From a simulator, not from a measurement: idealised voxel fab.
Title: Process Module voxel self aligned contacts
Section cut is 160 nm wide and gridded with 5 nm square cells.
Cross-section layout: square cells on a grid; listed as bands, top to bottom; a band spans one or more cell rows.
Basically the band line says how high the top is and how high the bottom is, in nm, and then what's in it from left to right, every material with its width in nm. Empty space shows up as "air", and if a single material carries "everywhere" it runs the full band edge to edge.
It should be noted that heights are counted from 0, beneath which the wafer as supplied is of one material throughout, and that the lowest band possesses no lower boundary but continues downward, as written in "top 0, no bottom".
Graded width ("30 to 40"): value in top row of band = first number; value in bottom row = second number; row-to-row change constant.
The cross-section has no changed cell in any step marked "no modifications".
Heads up: "Voids, enclosed" only lists the empty pockets with no open path to the top that are 8 cells or more, and it writes them as width x height at distance, distance from the left edge, in nm.
Post-settings text on a step line: simulator's own remark regarding the step.
A step line may carry the setting "overlay nm", which, for steps involving a mask, states the distance by which the mask lay to the right of its intended position; negative values denote displacement to the left.
[This section lists the process steps that were planned]
| 1 | RECEIVE, material Si |
| 2 | OXIDIZE, depth nm 5 |
| 3 | DIRECTIONAL_DEP, material polySi, thk nm 25 |
| 4 | DIRECTIONAL_DEP, material SiN, thk nm 20 |
| 5 | DIRECTIONAL_DEP, material aC, thk nm 10 |
| 6 | PATTERN, tone cover, mask id GATE, material resist, width nm 30, pitch nm 75, thk nm 25, overlay nm 0 |
| 7 | DIRECTIONAL_ETCH, etch materials aC, depth nm 10 |
| 8 | STRIP, etch materials resist |
| 9 | DIRECTIONAL_ETCH, etch materials SiN, depth nm 20 |
| 10 | DIRECTIONAL_ETCH, etch materials polySi, depth nm 25 |
| 11 | STRIP, etch materials aC |
| 12 | CONFORMAL_DEP, material SiN, thk nm 10 |
| 13 | DIRECTIONAL_ETCH, etch materials SiN, depth nm 10 |
| 14 | FILL_DEP, material SiO2, thk nm 15 |
| 15 | CMP, height nm 50 |
| 16 | DIRECTIONAL_DEP, material aC, thk nm 15 |
| 17 | PATTERN, tone open, mask id CONTACT, material resist, width nm 55, thk nm 35, overlay nm 0 |
| 18 | DIRECTIONAL_ETCH, etch materials aC, depth nm 15 |
| 19 | STRIP, etch materials resist |
| 20 | DIRECTIONAL_ETCH, etch materials SiO2, depth nm 55 |
| 21 | STRIP, etch materials aC |
| 22 | CONFORMAL_DEP, material TiN, thk nm 5 |
| 23 | FILL_DEP, material Ru, thk nm 10 |
| 24 | CMP, height nm 50 |
| 25 | CONFORMAL_DEP, material SiCN, thk nm 5 |
[Incoming wafer in cross-section (state: after step 1)]
    top 0, no bottom: Si everywhere
    Voids, enclosed: none
[Here's the wafer cut in cross-section after the module, started and planned just like above, except one thing was done wrong in the run]
    top 55, bottom 50: SiCN everywhere
    top 50, bottom 45: SiO2 15, SiN 50, TiN 25, SiN 50, SiO2 20
    top 45, bottom 25: SiN everywhere
    top 25, bottom 0: polySi everywhere
    top 0, bottom -5: SiO2 everywhere
    top -5, no bottom: Si everywhere
    Voids, enclosed: none
Processing error: heads up, step 4 of the plan got done twice
